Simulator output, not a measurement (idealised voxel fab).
process module | voxel capacitor over wiring
cross-section cut | 295 nm wide | cells 5 nm
A cross-section is a grid of square cells, given in bands from the top down. A band is one or more rows of cells.
Each band's line starts with the height of the band's top and of its bottom, in nm. Then come its materials from left to right, each with its width in nm. One material with "throughout" fills the band from edge to edge. "air" is empty space.
Height 0 is the level under which the wafer as received is all one material. The lowest band goes on downwards, as in "0 down".
A width such as "30 to 40" changes by the same amount from each row of cells to the next, from the band's top row to its bottom row.
"no change" after a step means that no cell of the cross-section changed.
closed voids: empty space of 8 cells or more with no open way to the top, each as width x height at its distance from the left edge, in nm
after a step's settings: what the simulator itself notes on the step
overlay nm, on a step with a mask: how far to the right of its planned place the mask lay; to the left if negative
plan
1 op RECEIVE | material Si
2 op CONFORMAL_DEP | material SiO2 | thk nm 10
3 op CONFORMAL_DEP | material SiN | thk nm 5
4 op DIRECTIONAL_DEP | material SiO2 | thk nm 20
5 op PATTERN | tone open | mask id METAL_1 | material resist | width nm 20 | pitch nm 90 | thk nm 15 | overlay nm 0
6 op DIRECTIONAL_ETCH | etch materials SiO2 | depth nm 20
7 op DIRECTIONAL_ETCH | etch materials SiN | depth nm 5
8 op STRIP | etch materials resist
9 op CONFORMAL_DEP | material TiN | thk nm 5
10 op FILL_DEP | material W | thk nm 5
11 op CMP | height nm 35
12 op CONFORMAL_DEP | material SiCN | thk nm 5
13 op DIRECTIONAL_DEP | material lowk | thk nm 10
14 op PATTERN | tone open | mask id PLUG_1 | material resist | width nm 15 | thk nm 15 | overlay nm 0
15 op DIRECTIONAL_ETCH | etch materials lowk | depth nm 10
16 op DIRECTIONAL_ETCH | etch materials SiCN | depth nm 5
17 op STRIP | etch materials resist
18 op CONFORMAL_DEP | material TiN | thk nm 5
19 op FILL_DEP | material W | thk nm 10
20 op CMP | height nm 50
21 op DIRECTIONAL_DEP | material TiN | thk nm 10
22 op DIRECTIONAL_DEP | material Al2O3 | thk nm 5
23 op DIRECTIONAL_DEP | material TiN | thk nm 5
24 op DIRECTIONAL_DEP | material aC | thk nm 15
25 op PATTERN | tone cover | mask id UPPER_PLATE | material resist | width nm 75 | thk nm 35 | overlay nm 0
26 op DIRECTIONAL_ETCH | etch materials aC | depth nm 15
27 op STRIP | etch materials resist
28 op DIRECTIONAL_ETCH | etch materials TiN | depth nm 5
29 op DIRECTIONAL_ETCH | etch materials Al2O3 | depth nm 5
30 op STRIP | etch materials aC
31 op PATTERN | tone cover | mask id LOWER_PLATE | material resist | width nm 85 | thk nm 20 | overlay nm 0
32 op DIRECTIONAL_ETCH | etch materials TiN | depth nm 10
33 op STRIP | etch materials resist
34 op FILL_DEP | material SiO2 | thk nm 20
35 op CMP | height nm 85
36 op PATTERN | tone open | mask id PLUG_2 | material resist | width nm 15 | thk nm 20 | overlay nm 0
37 op DIRECTIONAL_ETCH | etch materials SiO2 | depth nm 15
38 op STRIP | etch materials resist
39 op CONFORMAL_DEP | material TiN | thk nm 5
40 op FILL_DEP | material W | thk nm 10
41 op CMP | height nm 85
42 op CONFORMAL_DEP | material SiN | thk nm 5
first wafer, as planned
as received, after step 1
  0 down: Si throughout
  closed voids: none
after step 2
  10 to 0: SiO2 throughout
  below 0: unchanged
after step 3
  15 to 10: SiN throughout
  below 10: unchanged
after step 4
  35 to 15: SiO2 throughout
  below 15: unchanged
after step 5
  50 to 35: resist 90 | air 20 | resist 70 | air 20 | resist 95
  below 35: unchanged
after step 6
  50 to 35: resist 90 | air 20 | resist 70 | air 20 | resist 95
  35 to 15: SiO2 90 | air 20 | SiO2 70 | air 20 | SiO2 95
  below 15: unchanged
after step 7
  50 to 35: resist 90 | air 20 | resist 70 | air 20 | resist 95
  35 to 15: SiO2 90 | air 20 | SiO2 70 | air 20 | SiO2 95
  15 to 10: SiN 90 | air 20 | SiN 70 | air 20 | SiN 95
  below 10: unchanged
after step 8
  35 to 15: SiO2 90 | air 20 | SiO2 70 | air 20 | SiO2 95
  below 15: unchanged
after step 9
  40 to 35: TiN 95 | air 10 | TiN 80 | air 10 | TiN 100
  35 to 15: SiO2 90 | TiN 5 | air 10 | TiN 5 | SiO2 70 | TiN 5 | air 10 | TiN 5 | SiO2 95
  15 to 10: SiN 90 | TiN 20 | SiN 70 | TiN 20 | SiN 95
  below 10: unchanged
after step 10
  45 to 40: W throughout
  40 to 35: TiN 95 | W 10 | TiN 80 | W 10 | TiN 100
  35 to 15: SiO2 90 | TiN 5 | W 10 | TiN 5 | SiO2 70 | TiN 5 | W 10 | TiN 5 | SiO2 95
  below 15: unchanged
after step 11
  35 to 15: SiO2 90 | TiN 5 | W 10 | TiN 5 | SiO2 70 | TiN 5 | W 10 | TiN 5 | SiO2 95
  below 15: unchanged
after step 12
  40 to 35: SiCN throughout
  below 35: unchanged
after step 13
  50 to 40: lowk throughout
  below 40: unchanged
after step 14
  65 to 50: resist 95 | air 15 | resist 185
  below 50: unchanged
after step 15
  65 to 50: resist 95 | air 15 | resist 185
  50 to 40: lowk 95 | air 15 | lowk 185
  below 40: unchanged
after step 16
  65 to 50: resist 95 | air 15 | resist 185
  50 to 40: lowk 95 | air 15 | lowk 185
  40 to 35: SiCN 95 | air 15 | SiCN 185
  below 35: unchanged
after step 17
  50 to 40: lowk 95 | air 15 | lowk 185
  below 40: unchanged
after step 18
  55 to 50: TiN 100 | air 5 | TiN 190
  50 to 40: lowk 95 | TiN 5 | air 5 | TiN 5 | lowk 185
  40 to 35: SiCN 95 | TiN 15 | SiCN 185
  below 35: unchanged
after step 19
  65 to 55: W throughout
  55 to 50: TiN 100 | W 5 | TiN 190
  50 to 40: lowk 95 | TiN 5 | W 5 | TiN 5 | lowk 185
  below 40: unchanged
after step 20
  50 to 40: lowk 95 | TiN 5 | W 5 | TiN 5 | lowk 185
  below 40: unchanged
after step 21
  60 to 50: TiN throughout
  below 50: unchanged
after step 22
  65 to 60: Al2O3 throughout
  below 60: unchanged
after step 23
  70 to 65: TiN throughout
  below 65: unchanged
after step 24
  85 to 70: aC throughout
  below 70: unchanged
after step 25
  120 to 85: air 95 | resist 75 | air 125
  below 85: unchanged
after step 26
  105 to 85: air 95 | resist 75 | air 125
  85 to 70: air 95 | aC 75 | air 125
  below 70: unchanged
after step 27
  85 to 70: air 95 | aC 75 | air 125
  below 70: unchanged
after step 28
  85 to 70: air 95 | aC 75 | air 125
  70 to 65: air 95 | TiN 75 | air 125
  below 65: unchanged
after step 29
  85 to 70: air 95 | aC 75 | air 125
  70 to 65: air 95 | TiN 75 | air 125
  65 to 60: air 95 | Al2O3 75 | air 125
  below 60: unchanged
after step 30
  70 to 65: air 95 | TiN 75 | air 125
  below 65: unchanged
after step 31
  90 to 70: air 90 | resist 85 | air 120
  70 to 65: air 90 | resist 5 | TiN 75 | resist 5 | air 120
  65 to 60: air 90 | resist 5 | Al2O3 75 | resist 5 | air 120
  below 60: unchanged
after step 32
  90 to 70: air 90 | resist 85 | air 120
  70 to 65: air 90 | resist 5 | TiN 75 | resist 5 | air 120
  65 to 60: air 90 | resist 5 | Al2O3 75 | resist 5 | air 120
  60 to 50: air 90 | TiN 85 | air 120
  below 50: unchanged
after step 33
  70 to 65: air 95 | TiN 75 | air 125
  65 to 60: air 95 | Al2O3 75 | air 125
  below 60: unchanged
after step 34
  90 to 70: SiO2 throughout
  70 to 65: SiO2 95 | TiN 75 | SiO2 125
  65 to 60: SiO2 95 | Al2O3 75 | SiO2 125
  60 to 50: SiO2 90 | TiN 85 | SiO2 120
  below 50: unchanged
after step 35
  85 to 70: SiO2 throughout
  below 70: unchanged
after step 36
  105 to 85: resist 105 | air 15 | resist 175
  below 85: unchanged
after step 37
  105 to 85: resist 105 | air 15 | resist 175
  85 to 70: SiO2 105 | air 15 | SiO2 175
  below 70: unchanged
after step 38
  85 to 70: SiO2 105 | air 15 | SiO2 175
  below 70: unchanged
after step 39
  90 to 85: TiN 110 | air 5 | TiN 180
  85 to 75: SiO2 105 | TiN 5 | air 5 | TiN 5 | SiO2 175
  75 to 65: SiO2 105 to 95 | TiN 15 to 75 | SiO2 175 to 125
  below 65: unchanged
after step 40
  100 to 90: W throughout
  90 to 85: TiN 110 | W 5 | TiN 180
  85 to 75: SiO2 105 | TiN 5 | W 5 | TiN 5 | SiO2 175
  below 75: unchanged
after step 41
  85 to 75: SiO2 105 | TiN 5 | W 5 | TiN 5 | SiO2 175
  below 75: unchanged
after step 42
  90 to 85: SiN throughout
  below 85: unchanged
second wafer: like start, like plan, one mistake. Through step 40 it matches the first wafer
when step 41 should have ended
  85 to 75: SiO2 105 | TiN 5 | W 5 | TiN 5 | SiO2 175
  below 75: unchanged
when step 42 should have ended
  90 to 85: SiN throughout
  below 85: unchanged
what went wrong: step 41 was run twice
at the end the two cross-sections are the same: no effect in what this model computes
